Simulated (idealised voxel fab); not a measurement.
process module | voxel tone inversion
cross-section cut | 230 nm wide | cells 5 nm
A cross-section is a grid of square cells, given in bands from the top down. A band is one or more rows of cells.
Each band's line starts with the height of the band's top and of its bottom, in nm. Then come its materials from left to right, each with its width in nm. One material with "throughout" fills the band from edge to edge. "air" is empty space.
Height 0 is the level under which the wafer as received is all one material. The lowest band goes on downwards, as in "0 down".
A width such as "30 to 40" changes by the same amount from each row of cells to the next, from the band's top row to its bottom row.
"no change" after a step means that no cell of the cross-section changed.
closed voids: empty space of 8 cells or more with no open way to the top, each as width x height at its distance from the left edge, in nm
after a step's settings: what the simulator itself notes on the step
overlay nm, on a step with a mask: how far to the right of its planned place the mask lay; to the left if negative
plan
1 op RECEIVE | material Si
2 op CONFORMAL_DEP | material SiN | thk nm 5
3 op DIRECTIONAL_DEP | material aC | thk nm 20
4 op PATTERN | tone cover | mask id POSTS | material resist | width nm 25 | pitch nm 45 | thk nm 30 | overlay nm 0
5 op DIRECTIONAL_ETCH | etch materials aC | depth nm 20
6 op STRIP | etch materials resist
7 op FILL_DEP | material SiO2 | thk nm 5
8 op CMP | height nm 25
9 op STRIP | etch materials aC
as received, after step 1
  0 down: Si throughout
  closed voids: none
a wafer at the end: this start, this plan, one mistake
  15 to 5: SiO2 80 | air 25 | SiO2 20 | air 25 | SiO2 80
  5 to 0: SiN throughout
  0 down: Si throughout
  closed voids: none
what went wrong: step 8 ran as: op CMP | height nm 15
